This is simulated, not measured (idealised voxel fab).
Process module in this document: voxel trench capacitor
The cross-section shown here is cut; it is 275 nm wide and divided into square cells measuring 5 nm on a side.
The cross-sections in this document take the form of a grid made of square cells. They are written out as bands, in order from top to bottom. Each band consists of one or more rows of cells. Top height, bottom height, nm. Materials left to right, width each, nm. Single material + "everywhere" = fills band edge to edge. "air" = empty. Heads up on the height convention: 0 is the point under which the incoming wafer is all one material, and the lowest band has no bottom, it just keeps going down, like "from 0 down". Per-row width for "30->40": begins at first number (top row of band), ends at second number (bottom row), increment between rows held constant. "nothing changed" for a step: no cell of the cross-section changed in that step. Any empty space of 8 cells or more lacking an open way to the top shows up in "Enclosed internal voids" as width x height at distance, distance from the left edge, in nm. On each step's line, the part that comes after the settings is the simulator's own comment on the step. What "overlay nm" on a step's line means: if the step has a mask, that mask lay this far to the right of its planned place, or, when the value is negative, to the left.
## Steps planned for the process
| 1 | RECEIVE, material Si |
| 2 | CONFORMAL_DEP, material SiN, thk nm 5 |
| 3 | MASKED_ETCH, tone open, mask id TRENCH, width nm 20, pitch nm 35, etch materials SiN, depth nm 5, overlay nm 0 |
| 4 | MASKED_ETCH, tone open, mask id TRENCH, width nm 20, pitch nm 35, etch materials Si, depth nm 40, overlay nm 0 |
| 5 | CONFORMAL_DEP, material Al2O3, thk nm 5 |
| 6 | FILL_DEP, material polySi, thk nm 5 |
| 7 | CMP, height nm 5 |
## Cross-sectional view of the wafer in its as-received condition, corresponding to the state after step 1
> from 0 down = Si everywhere
> Enclosed internal voids: none
## The plan above was carried out on the starting structure above with one mistake, and this cross-section shows the wafer at the end of the module
> from 10 to 5 = Al2O3 80 nm, polySi 10 nm, Al2O3 25 nm, polySi 10 nm, Al2O3 25 nm, polySi 10 nm, Al2O3 25 nm, polySi 10 nm, Al2O3 80 nm
> from 5 to 0 = SiN 75 nm, Al2O3 5 nm, polySi 10 nm, Al2O3 5 nm, SiN 15 nm, Al2O3 5 nm, polySi 10 nm, Al2O3 5 nm, SiN 15 nm, Al2O3 5 nm, polySi 10 nm, Al2O3 5 nm, SiN 15 nm, Al2O3 5 nm, polySi 10 nm, Al2O3 5 nm, SiN 75 nm
> from 0 to -35 = Si 75 nm, Al2O3 5 nm, polySi 10 nm, Al2O3 5 nm, Si 15 nm, Al2O3 5 nm, polySi 10 nm, Al2O3 5 nm, Si 15 nm, Al2O3 5 nm, polySi 10 nm, Al2O3 5 nm, Si 15 nm, Al2O3 5 nm, polySi 10 nm, Al2O3 5 nm, Si 75 nm
> from -35 to -40 = Si 75 nm, Al2O3 20 nm, Si 15 nm, Al2O3 20 nm, Si 15 nm, Al2O3 20 nm, Si 15 nm, Al2O3 20 nm, Si 75 nm
> from -40 down = Si everywhere
> Enclosed internal voids: none
Processing error: step 7, actual vs plan mismatch, actual run CMP, height nm 10
